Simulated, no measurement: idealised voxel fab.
The process module that follows is named voxel lift off.
Each square cell in cross-section cut measures 5 nm, and the section as a whole is 220 nm wide.
This document writes a cross-section as a grid whose cells are square, and gives it as bands, listed from the top down; one or more rows of cells form a band.
A band entry consists of two parts. The first gives the height of the band's top and the height of its bottom, in nm. The rest lists the band's materials from left to right, each with its width in nm. A single material labelled with the word "edge to edge" fills the band from edge to edge, and the word "empty" marks empty space.
Note: height 0 marks the level under which the wafer is uniformly one material as received. Lowest band unbounded below, written "top 0, no bottom".
The width entry "30->40" should be interpreted row by row: the top row of cells in the band takes the first number, the bottom row takes the second number, and the change between adjacent rows is uniform throughout.
Basically "identical to before" means that step didn't change any cell in the cross-section.
Under "Voids, fully enclosed" you'll find the enclosed gaps, the ones with no way out to the top, that are 8 cells or bigger; each reads width x height at distance, with distance counted from the left edge, everything in nm.
What comes after the settings on a step's line is commentary from the simulator itself on that step.
overlay nm: step with mask; distance mask lay right of planned place; negative value = left of planned place.
## Steps planned for the process
1,RECEIVE,material Si
2,CONFORMAL_DEP,material SiO2,thk nm 15
3,PATTERN,tone open,mask id LINES,material resist,width nm 15,pitch nm 40,thk nm 25,overlay nm 0
4,DIRECTIONAL_DEP,material Ru,thk nm 5
5,STRIP,etch materials resist
6,CONFORMAL_DEP,material SiCN,thk nm 10
varied across the wafers: thk nm of step 4. The plan shows the first wafer's value. All wafers start alike
## As-received cross-section, first of several wafers, post step 1
* top 0, no bottom = Si edge to edge
* Voids, fully enclosed: none
## Take any row and you have a wafer at the end of the module: how many cells of each material it has gained (+) or lost (-) since it was received, and then its closed voids
thk nm 5, +9 Ru, +100 SiCN, +132 SiO2, Voids, fully enclosed: none
thk nm 10, +18 Ru, +112 SiCN, +132 SiO2, Voids, fully enclosed: none
thk nm 15, +27 Ru, +124 SiCN, +132 SiO2, Voids, fully enclosed: none
thk nm 20, +36 Ru, +136 SiCN, +132 SiO2, Voids, fully enclosed: none
